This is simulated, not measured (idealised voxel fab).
This section sets out a process module, namely voxel lift off.
Section cut is 215 nm wide and gridded with 5 nm square cells.
Each cross-section below is a grid of square cells, stated as bands in top-down order, with one or more rows of cells making up each band. A band entry consists of two parts. The first gives the height of the band's top and the height of its bottom, in nm. The rest lists the band's materials from left to right, each with its width in nm. A single material labelled with the word "full width" fills the band from edge to edge, and the word "air" marks empty space. Height 0 is the level under which the wafer as received is all one material. The lowest band goes on downwards, as in "0 and below". A width such as "30..40" changes by the same amount from each row of cells to the next, from the band's top row to its bottom row. A step reported as "no modification" is a step in which no cell of the cross-section changed. Empty spaces without an open route to the top, at least 8 cells in extent, make up the entry "Closed cavities"; each is given as width x height at distance, where the distance is measured from the left edge, and all are in nm. Text after the settings on a step's line: the simulator's own remark on that step. overlay nm, on a step with a mask: how far to the right of its planned place the mask lay; to the left if negative.

### Steps in the process plan
1) RECEIVE [material Si]
2) CONFORMAL_DEP [material SiN] [thk nm 5]
3) PATTERN [tone open] [mask id LINES] [material resist] [width nm 20] [pitch nm 45] [thk nm 20] [overlay nm 0]
4) DIRECTIONAL_DEP [material Ru] [thk nm 5]
5) STRIP [etch materials resist]
6) CONFORMAL_DEP [material SiCN] [thk nm 5]

### Concerning the first of two wafers, which was run in accordance with the plan

### The cross-section here shows the wafer as received, i.e. in its state after step 1
    0 and below | Si full width
    Closed cavities: none

### Cross-sectional representation of the wafer at the conclusion of step 2
    5 down to 0 | SiN full width
    Anything lower than 0 is untouched.

### Cross-sectional representation of the wafer at the conclusion of step 3
    25 down to 5 | 50 nm resist / 20 nm air / 25 nm resist / 20 nm air / 25 nm resist / 20 nm air / 55 nm resist
    Anything lower than 5 is untouched.

### Cross-sectional representation of the wafer at the conclusion of step 4
    30 down to 25 | 50 nm Ru / 20 nm air / 25 nm Ru / 20 nm air / 25 nm Ru / 20 nm air / 55 nm Ru
    25 down to 10 | 50 nm resist / 20 nm air / 25 nm resist / 20 nm air / 25 nm resist / 20 nm air / 55 nm resist
    10 down to 5 | 50 nm resist / 20 nm Ru / 25 nm resist / 20 nm Ru / 25 nm resist / 20 nm Ru / 55 nm resist
    Anything lower than 5 is untouched.

### Cross-sectional representation of the wafer at the conclusion of step 5
    10 down to 5 | 50 nm air / 20 nm Ru / 25 nm air / 20 nm Ru / 25 nm air / 20 nm Ru / 55 nm air
    Anything lower than 5 is untouched.

### Cross-sectional representation of the wafer at the conclusion of step 6
    15 down to 10 | 45 nm air / 30 nm SiCN / 15 nm air / 30 nm SiCN / 15 nm air / 30 nm SiCN / 50 nm air
    10 down to 5 | 50 nm SiCN / 20 nm Ru / 25 nm SiCN / 20 nm Ru / 25 nm SiCN / 20 nm Ru / 55 nm SiCN
    Anything lower than 5 is untouched.

### The second wafer began exactly as the first did and followed the same plan, but one mistake was made while running it; through step 2 inclusive, the two wafers are identical

### Second wafer, section view, time point: scheduled end of step 3
    25 down to 5 | 45 nm resist / 30 nm air / 15 nm resist / 30 nm air / 15 nm resist / 30 nm air / 50 nm resist
    Anything lower than 5 is untouched.

### Second wafer, section view, time point: scheduled end of step 4
    30 down to 25 | 45 nm Ru / 30 nm air / 15 nm Ru / 30 nm air / 15 nm Ru / 30 nm air / 50 nm Ru
    25 down to 10 | 45 nm resist / 30 nm air / 15 nm resist / 30 nm air / 15 nm resist / 30 nm air / 50 nm resist
    10 down to 5 | 45 nm resist / 30 nm Ru / 15 nm resist / 30 nm Ru / 15 nm resist / 30 nm Ru / 50 nm resist
    Anything lower than 5 is untouched.

### Second wafer, section view, time point: scheduled end of step 5
    10 down to 5 | 45 nm air / 30 nm Ru / 15 nm air / 30 nm Ru / 15 nm air / 30 nm Ru / 50 nm air
    Anything lower than 5 is untouched.

### Second wafer, section view, time point: scheduled end of step 6
    15 down to 10 | 40 nm air / 40 nm SiCN / 5 nm air / 40 nm SiCN / 5 nm air / 40 nm SiCN / 45 nm air
    10 down to 5 | 45 nm SiCN / 30 nm Ru / 15 nm SiCN / 30 nm Ru / 15 nm SiCN / 30 nm Ru / 50 nm SiCN
    Anything lower than 5 is untouched.
What was the processing mistake? step 3 ran with different settings than intended, the actual operation and settings being PATTERN [tone open] [mask id LINES] [material resist] [width nm 30] [pitch nm 45] [thk nm 20] [overlay nm 0]
Final wafer comparison in cells, second versus first, more or fewer per material: +6 Ru
